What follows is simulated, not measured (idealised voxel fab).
process module | voxel wiring stack
cross-section cut | 160 nm wide | cells 5 nm
A cross-section is a grid of square cells, given in bands from the top down. A band is one or more rows of cells.
Each band's line starts with the height of the band's top and of its bottom, in nm. Then come its materials from left to right, each with its width in nm. One material with "throughout" fills the band from edge to edge. "air" is empty space.
Height 0 is the level under which the wafer as received is all one material. The lowest band goes on downwards, as in "0 down".
A width such as "30 to 40" changes by the same amount from each row of cells to the next, from the band's top row to its bottom row.
"no change" after a step means that no cell of the cross-section changed.
closed voids: empty space of 8 cells or more with no open way to the top, each as width x height at its distance from the left edge, in nm
after a step's settings: what the simulator itself notes on the step
overlay nm, on a step with a mask: how far to the right of its planned place the mask lay; to the left if negative
plan
1 op RECEIVE | material Si
2 op CONFORMAL_DEP | material SiO2 | thk nm 15
3 op DIRECTIONAL_DEP | material TiN | thk nm 5
4 op DIRECTIONAL_DEP | material Ru | thk nm 20
5 op DIRECTIONAL_DEP | material aC | thk nm 15
6 op PATTERN | tone cover | mask id METAL_1 | material resist | width nm 20 | pitch nm 35 | thk nm 35 | overlay nm 0
7 op DIRECTIONAL_ETCH | etch materials aC | depth nm 15
8 op STRIP | etch materials resist
9 op DIRECTIONAL_ETCH | etch materials Ru | depth nm 20
10 op DIRECTIONAL_ETCH | etch materials TiN | depth nm 5
11 op STRIP | etch materials aC
12 op CONFORMAL_DEP | material SiCN | thk nm 5
13 op FILL_DEP | material SiO2 | thk nm 10
14 op CMP | height nm 40
15 op CONFORMAL_DEP | material SiCN | thk nm 5
16 op DIRECTIONAL_DEP | material lowk | thk nm 30
17 op MASKED_ETCH | tone open | mask id METAL_2 | width nm 20 | pitch nm 35 | etch materials lowk | depth nm 20 | overlay nm 0
18 op DIRECTIONAL_DEP | material aC | thk nm 10
19 op PATTERN | tone open | mask id METAL_2_HOLES | material resist | width nm 15 | pitch nm 70 | thk nm 30 | overlay nm 0
20 op DIRECTIONAL_ETCH | etch materials aC | depth nm 10
21 op STRIP | etch materials resist
22 op DIRECTIONAL_ETCH | etch materials lowk | depth nm 10
23 op DIRECTIONAL_ETCH | etch materials SiCN | depth nm 5
24 op STRIP | etch materials aC
25 op CONFORMAL_DEP | material TiN | thk nm 5
26 op FILL_DEP | material Cu | thk nm 10
27 op CMP | height nm 75
28 op CONFORMAL_DEP | material SiN | thk nm 5
as received, after step 1
  0 down: Si throughout
  closed voids: none
first wafer at the end, as planned
  80 to 75: SiN throughout
  75 to 60: lowk 15 | TiN 5 | Cu 10 | TiN 5 | lowk 15 | TiN 5 | Cu 10 | TiN 5 | lowk 15 | TiN 5 | Cu 10 | TiN 5 | lowk 15 | TiN 5 | Cu 10 | TiN 5 | lowk 20
  60 to 55: lowk 15 | TiN 5 | Cu 5 | TiN 10 | lowk 15 | TiN 20 | lowk 15 | TiN 5 | Cu 5 | TiN 10 | lowk 15 | TiN 20 | lowk 20
  55 to 45: lowk 15 | TiN 5 | Cu 5 | TiN 5 | lowk 55 | TiN 5 | Cu 5 | TiN 5 | lowk 60
  45 to 40: SiCN 15 | TiN 15 | SiCN 55 | TiN 15 | SiCN 60
  40 to 20: SiO2 10 | SiCN 5 | Ru 20 | SiCN 5 | SiO2 5 | SiCN 5 | Ru 20 | SiCN 5 | SiO2 5 | SiCN 5 | Ru 20 | SiCN 5 | SiO2 5 | SiCN 5 | Ru 20 | SiCN 5 | SiO2 15
  20 to 15: SiCN 15 | TiN 20 | SiCN 15 | TiN 20 | SiCN 15 | TiN 20 | SiCN 15 | TiN 20 | SiCN 20
  15 to 0: SiO2 throughout
  0 down: Si throughout
  closed voids: none
second wafer at the end: like start, like plan, one mistake
  80 to 75: SiN throughout
  75 to 65: Cu 25 to 10 | TiN 5 to 20 | lowk 5 | TiN 5 | Cu 5 | TiN 5 | lowk 20 | TiN 5 | Cu 20 to 5 | TiN 5 to 20 | lowk 5 | TiN 5 | Cu 5 | TiN 5 | lowk 20 | TiN 5 | Cu 15
  65 to 60: Cu 10 | TiN 5 | lowk 20 | TiN 5 | Cu 5 | TiN 5 | lowk 20 | TiN 5 | Cu 5 | TiN 5 | lowk 20 | TiN 5 | Cu 5 | TiN 5 | lowk 20 | TiN 5 | Cu 15
  60 to 55: TiN 15 | lowk 20 | TiN 15 | lowk 20 | TiN 15 | lowk 20 | TiN 15 | lowk 20 | TiN 20
  55 to 45: lowk throughout
  45 to 40: SiCN throughout
  40 to 20: SiO2 10 | SiCN 5 | Ru 20 | SiCN 5 | SiO2 5 | SiCN 5 | Ru 20 | SiCN 5 | SiO2 5 | SiCN 5 | Ru 20 | SiCN 5 | SiO2 5 | SiCN 5 | Ru 20 | SiCN 5 | SiO2 15
  20 to 15: SiCN 15 | TiN 20 | SiCN 15 | TiN 20 | SiCN 15 | TiN 20 | SiCN 15 | TiN 20 | SiCN 20
  15 to 0: SiO2 throughout
  0 down: Si throughout
  closed voids: none
what went wrong: step 17 ran as: op MASKED_ETCH | tone cover | mask id METAL_2 | width nm 20 | pitch nm 35 | etch materials lowk | depth nm 20 | overlay nm 0
at the end the second wafer has, in cells: 6 more of SiCN | 6 fewer of TiN
